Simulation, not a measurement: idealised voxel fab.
Process module name: voxel self aligned contacts
FYI the section here is cut, 175 nm wide, cells are 5 nm squares.
Cross-section = grid of square cells, listed top down in bands; band = one or more rows.
Top height, bottom height, nm. Materials left to right, width each, nm. Single material + "all across" = fills band edge to edge. "empty" = empty.
Where do heights start? At 0: under that level the wafer as delivered is made of one material only. And the lowest band has no floor; it just carries on downward, as in "from 0 down".
The width entry "30->40" should be interpreted row by row: the top row of cells in the band takes the first number, the bottom row takes the second number, and the change between adjacent rows is uniform throughout.
"stayed the same" -> step changed no cross-section cell.
What "Closed void inventory" gives you is every empty space of 8 cells or more that is cut off from the top. Each appears as width x height at distance, with the distance taken from the left edge and width, height and distance all in nm.
Past the settings on a step's line: simulator remark, on that step.
The setting "overlay nm" may be written on the line of a step. When the step uses a mask, the value reports how far to the right of the planned place the mask lay, and a negative value reports that it lay to the left.
This section lists the process steps that were planned:
1) op RECEIVE | material Si
2) op CONFORMAL_DEP | material SiO2 | thk nm 5
3) op DIRECTIONAL_DEP | material polySi | thk nm 20
4) op DIRECTIONAL_DEP | material SiN | thk nm 20
5) op MASKED_ETCH | tone cover | mask id GATE | width nm 35 | pitch nm 65 | etch materials SiN | depth nm 20 | overlay nm 0
6) op MASKED_ETCH | tone cover | mask id GATE | width nm 35 | pitch nm 65 | etch materials polySi | depth nm 20 | overlay nm 0
7) op CONFORMAL_DEP | material SiN | thk nm 5
8) op DIRECTIONAL_ETCH | etch materials SiN | depth nm 5
9) op FILL_DEP | material SiO2 | thk nm 10
10) op CMP | height nm 50
11) op PATTERN | tone open | mask id CONTACT | material resist | width nm 40 | thk nm 20 | overlay nm 0
12) op DIRECTIONAL_ETCH | etch materials SiO2 | depth nm 50
13) op STRIP | etch materials resist
14) op CONFORMAL_DEP | material TiN | thk nm 5
15) op FILL_DEP | material W | thk nm 10
16) op CMP | height nm 50
17) op CONFORMAL_DEP | material SiN | thk nm 5
The first wafer of two, processed as planned:
As-received state of the wafer in cross-section, equivalent to post-step 1:
from 0 down = Si all across
Closed void inventory: none
Cross-section through the wafer, step 2 finished:
from 5 to 0 = SiO2 all across
Anything lower than 0 is untouched.
Cross-section through the wafer, step 3 finished:
from 25 to 5 = polySi all across
Anything lower than 5 is untouched.
Cross-section through the wafer, step 4 finished:
from 45 to 25 = SiN all across
Anything lower than 25 is untouched.
Cross-section through the wafer, step 5 finished:
from 45 to 25 = 35 empty | 35 SiN | 30 empty | 35 SiN | 40 empty
Anything lower than 25 is untouched.
Cross-section through the wafer, step 6 finished:
from 45 to 25 = 35 empty | 35 SiN | 30 empty | 35 SiN | 40 empty
from 25 to 5 = 35 empty | 35 polySi | 30 empty | 35 polySi | 40 empty
Anything lower than 5 is untouched.
Cross-section through the wafer, step 7 finished:
from 50 to 25 = 30 empty | 45 SiN | 20 empty | 45 SiN | 35 empty
from 25 to 10 = 30 empty | 5 SiN | 35 polySi | 5 SiN | 20 empty | 5 SiN | 35 polySi | 5 SiN | 35 empty
from 10 to 5 = 35 SiN | 35 polySi | 30 SiN | 35 polySi | 40 SiN
Anything lower than 5 is untouched.
Cross-section through the wafer, step 8 finished:
from 45 to 25 = 30 empty | 45 SiN | 20 empty | 45 SiN | 35 empty
from 25 to 5 = 30 empty | 5 SiN | 35 polySi | 5 SiN | 20 empty | 5 SiN | 35 polySi | 5 SiN | 35 empty
Anything lower than 5 is untouched.
Cross-section through the wafer, step 9 finished:
from 55 to 45 = SiO2 all across
from 45 to 25 = 30 SiO2 | 45 SiN | 20 SiO2 | 45 SiN | 35 SiO2
from 25 to 5 = 30 SiO2 | 5 SiN | 35 polySi | 5 SiN | 20 SiO2 | 5 SiN | 35 polySi | 5 SiN | 35 SiO2
Anything lower than 5 is untouched.
Cross-section through the wafer, step 10 finished:
from 50 to 45 = SiO2 all across
Anything lower than 45 is untouched.
Cross-section through the wafer, step 11 finished:
from 70 to 50 = 65 resist | 40 empty | 70 resist
Anything lower than 50 is untouched.
Cross-section through the wafer, step 12 finished:
from 70 to 50 = 65 resist | 40 empty | 70 resist
from 50 to 45 = 65 SiO2 | 40 empty | 70 SiO2
from 45 to 25 = 30 SiO2 | 45 SiN | 20 empty | 45 SiN | 35 SiO2
from 25 to 5 = 30 SiO2 | 5 SiN | 35 polySi | 5 SiN | 20 empty | 5 SiN | 35 polySi | 5 SiN | 35 SiO2
from 5 to 0 = 75 SiO2 | 20 empty | 80 SiO2
Anything lower than 0 is untouched.
Cross-section through the wafer, step 13 finished:
from 50 to 45 = 65 SiO2 | 40 empty | 70 SiO2
Anything lower than 45 is untouched.
Cross-section through the wafer, step 14 finished:
from 55 to 50 = 70 TiN | 30 empty | 75 TiN
from 50 to 45 = 65 SiO2 | 15 TiN | 10 empty | 15 TiN | 70 SiO2
from 45 to 25 = 30 SiO2 | 45 SiN | 5 TiN | 10 empty | 5 TiN | 45 SiN | 35 SiO2
from 25 to 5 = 30 SiO2 | 5 SiN | 35 polySi | 5 SiN | 5 TiN | 10 empty | 5 TiN | 5 SiN | 35 polySi | 5 SiN | 35 SiO2
from 5 to 0 = 75 SiO2 | 20 TiN | 80 SiO2
Anything lower than 0 is untouched.
Cross-section through the wafer, step 15 finished:
from 65 to 55 = W all across
from 55 to 50 = 70 TiN | 30 W | 75 TiN
from 50 to 45 = 65 SiO2 | 15 TiN | 10 W | 15 TiN | 70 SiO2
from 45 to 25 = 30 SiO2 | 45 SiN | 5 TiN | 10 W | 5 TiN | 45 SiN | 35 SiO2
from 25 to 5 = 30 SiO2 | 5 SiN | 35 polySi | 5 SiN | 5 TiN | 10 W | 5 TiN | 5 SiN | 35 polySi | 5 SiN | 35 SiO2
Anything lower than 5 is untouched.
Cross-section through the wafer, step 16 finished:
from 50 to 45 = 65 SiO2 | 15 TiN | 10 W | 15 TiN | 70 SiO2
Anything lower than 45 is untouched.
Cross-section through the wafer, step 17 finished:
from 55 to 50 = SiN all across
Anything lower than 50 is untouched.
Wafer two of two - same starting point, same process plan, one mistake in execution; matches wafer one up to and including step 6:
Second wafer shown in cross-section at the time step 7 was slated to end:
from 40 to 25 = 35 empty | 35 SiN | 30 empty | 35 SiN | 40 empty
Anything lower than 25 is untouched.
Second wafer shown in cross-section at the time step 8 was slated to end:
from 45 to 25 = 30 empty | 45 SiN | 20 empty | 45 SiN | 35 empty
from 25 to 10 = 30 empty | 5 SiN | 35 polySi | 5 SiN | 20 empty | 5 SiN | 35 polySi | 5 SiN | 35 empty
from 10 to 5 = 35 SiN | 35 polySi | 30 SiN | 35 polySi | 40 SiN
Anything lower than 5 is untouched.
Second wafer shown in cross-section at the time step 9 was slated to end:
from 55 to 45 = SiO2 all across
from 45 to 25 = 30 SiO2 | 45 SiN | 20 SiO2 | 45 SiN | 35 SiO2
from 25 to 10 = 30 SiO2 | 5 SiN | 35 polySi | 5 SiN | 20 SiO2 | 5 SiN | 35 polySi | 5 SiN | 35 SiO2
Anything lower than 10 is untouched.
Second wafer shown in cross-section at the time step 10 was slated to end:
from 50 to 45 = SiO2 all across
Anything lower than 45 is untouched.
Second wafer shown in cross-section at the time step 11 was slated to end:
from 70 to 50 = 65 resist | 40 empty | 70 resist
Anything lower than 50 is untouched.
Second wafer shown in cross-section at the time step 12 was slated to end:
from 70 to 50 = 65 resist | 40 empty | 70 resist
from 50 to 45 = 65 SiO2 | 40 empty | 70 SiO2
from 45 to 25 = 30 SiO2 | 45 SiN | 20 empty | 45 SiN | 35 SiO2
from 25 to 10 = 30 SiO2 | 5 SiN | 35 polySi | 5 SiN | 20 empty | 5 SiN | 35 polySi | 5 SiN | 35 SiO2
Anything lower than 10 is untouched.
Second wafer shown in cross-section at the time step 13 was slated to end:
from 50 to 45 = 65 SiO2 | 40 empty | 70 SiO2
Anything lower than 45 is untouched.
Second wafer shown in cross-section at the time step 14 was slated to end:
from 55 to 50 = 70 TiN | 30 empty | 75 TiN
from 50 to 45 = 65 SiO2 | 15 TiN | 10 empty | 15 TiN | 70 SiO2
from 45 to 25 = 30 SiO2 | 45 SiN | 5 TiN | 10 empty | 5 TiN | 45 SiN | 35 SiO2
from 25 to 15 = 30 SiO2 | 5 SiN | 35 polySi | 5 SiN | 5 TiN | 10 empty | 5 TiN | 5 SiN | 35 polySi | 5 SiN | 35 SiO2
from 15 to 10 = 30 SiO2 | 5 SiN | 35 polySi | 5 SiN | 20 TiN | 5 SiN | 35 polySi | 5 SiN | 35 SiO2
Anything lower than 10 is untouched.
Second wafer shown in cross-section at the time step 15 was slated to end:
from 65 to 55 = W all across
from 55 to 50 = 70 TiN | 30 W | 75 TiN
from 50 to 45 = 65 SiO2 | 15 TiN | 10 W | 15 TiN | 70 SiO2
from 45 to 25 = 30 SiO2 | 45 SiN | 5 TiN | 10 W | 5 TiN | 45 SiN | 35 SiO2
from 25 to 15 = 30 SiO2 | 5 SiN | 35 polySi | 5 SiN | 5 TiN | 10 W | 5 TiN | 5 SiN | 35 polySi | 5 SiN | 35 SiO2
Anything lower than 15 is untouched.
Second wafer shown in cross-section at the time step 16 was slated to end:
from 50 to 45 = 65 SiO2 | 15 TiN | 10 W | 15 TiN | 70 SiO2
Anything lower than 45 is untouched.
Second wafer shown in cross-section at the time step 17 was slated to end:
from 55 to 50 = SiN all across
Anything lower than 50 is untouched.
The plan and the run diverged here: deviation from plan: step 8 and step 7 executed in one another's positions
Counted in cells at the end, the second wafer holds more or fewer of these materials than the first: SiN: 17 more | SiO2: 9 fewer | TiN: 4 fewer | W: 4 fewer
